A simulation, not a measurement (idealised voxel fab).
process module | voxel double patterning
cross-section cut | 300 nm wide | cells 5 nm
A cross-section is a grid of square cells, given in bands from the top down. A band is one or more rows of cells.
Each band's line starts with the height of the band's top and of its bottom, in nm. Then come its materials from left to right, each with its width in nm. One material with "throughout" fills the band from edge to edge. "air" is empty space.
Height 0 is the level under which the wafer as received is all one material. The lowest band goes on downwards, as in "0 down".
A width such as "30 to 40" changes by the same amount from each row of cells to the next, from the band's top row to its bottom row.
"no change" after a step means that no cell of the cross-section changed.
closed voids: empty space of 8 cells or more with no open way to the top, each as width x height at its distance from the left edge, in nm
after a step's settings: what the simulator itself notes on the step
overlay nm, on a step with a mask: how far to the right of its planned place the mask lay; to the left if negative
plan
1 op RECEIVE | material Si
2 op CONFORMAL_DEP | material SiO2 | thk nm 5
3 op DIRECTIONAL_DEP | material W | thk nm 15
4 op DIRECTIONAL_DEP | material SiCN | thk nm 10
5 op DIRECTIONAL_DEP | material aC | thk nm 15
6 op PATTERN | tone open | mask id FIRST | material resist | width nm 15 | pitch nm 50 | thk nm 30 | overlay nm 0
7 op DIRECTIONAL_ETCH | etch materials aC | depth nm 15
8 op STRIP | etch materials resist
9 op DIRECTIONAL_ETCH | etch materials SiCN | depth nm 10
10 op STRIP | etch materials aC
11 op PATTERN | tone open | mask id SECOND | material resist | width nm 15 | pitch nm 50 | thk nm 15 | overlay nm 0
12 op DIRECTIONAL_ETCH | etch materials SiCN | depth nm 10
13 op STRIP | etch materials resist
14 op DIRECTIONAL_ETCH | etch materials W | depth nm 15
15 op STRIP | etch materials SiCN
as received, after step 1
  0 down: Si throughout
  closed voids: none
first wafer at the end, as planned
  20 to 5: W 90 | air 15 | W 10 | air 15 | W 10 | air 15 | W 10 | air 15 | W 10 | air 15 | W 95
  5 to 0: SiO2 throughout
  0 down: Si throughout
  closed voids: none
second wafer at the end: like start, like plan, one mistake
  20 to 15: SiO2 throughout
  15 to 0: W throughout
  0 down: Si throughout
  closed voids: none
what went wrong: steps 2 and 3 were swapped
at the end the second wafer has, in cells: 45 more of W
